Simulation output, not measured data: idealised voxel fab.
process module | voxel tone inversion
Cross-section cut: width 155 nm, square cells of 5 nm.
Notation: cross-section as square-cell grid; stated in bands, top first, going down; one or more cell rows per band.
Band: top and bottom heights (nm) first, top before bottom; then materials from left to right, widths in nm. "everywhere" marks a sole material filling the band edge to edge. "air" denotes empty space.
Beneath 0, the wafer as received is one material, and that level is where height counting begins. The lowest band goes on downward without a bottom; it is written like "top 0, no bottom".
Quick explanation for "30 to 40": the width changes in equal steps down the rows of cells, from the first number in the band's top row to the second number in its bottom row.
Where a step carries "nothing different", the cross-section came out of it unchanged, cell for cell.
Listed in "Sealed cavities": every empty space of 8 or more cells without an open way to the top. Form: width x height at distance, the distance being from the left edge, all in nm.
after a step's settings: what the simulator itself notes on the step
Among the settings permitted on a step's line is "overlay nm"; applied to a step with a mask, it specifies the extent to which the mask lay to the right of its planned position, whereas a negative figure signifies a position to the left.
THE STEPS PLANNED FOR THE PROCESS ARE AS FOLLOWS
1) op RECEIVE | material Si
2) op CONFORMAL_DEP | material SiCN | thk nm 10
3) op DIRECTIONAL_DEP | material aC | thk nm 25
4) op PATTERN | tone cover | mask id POSTS | material resist | width nm 20 | pitch nm 40 | thk nm 30 | overlay nm 0
5) op DIRECTIONAL_ETCH | etch materials aC | depth nm 25
6) op STRIP | etch materials resist
7) op FILL_DEP | material lowk | thk nm 5
8) op CMP | height nm 35
9) op STRIP | etch materials aC
STEP 1 COMPLETE: CROSS-SECTION OF THE WAFER AS RECEIVED
> top 0, no bottom: Si everywhere
> Sealed cavities: none
THE PLAN ABOVE WAS CARRIED OUT ON THE STARTING STRUCTURE ABOVE WITH ONE MISTAKE, AND THIS CROSS-SECTION SHOWS THE WAFER AT THE END OF THE MODULE
> top 35, bottom 10: lowk 25 / air 20 / lowk 20 / air 20 / lowk 20 / air 20 / lowk 30
> top 10, bottom 0: lowk everywhere
> top 0, no bottom: Si everywhere
> Sealed cavities: none
Which mistake was made when the wafer was run? heads up, step 2 didn't go per plan, it actually ran as op CONFORMAL_DEP | material lowk | thk nm 10
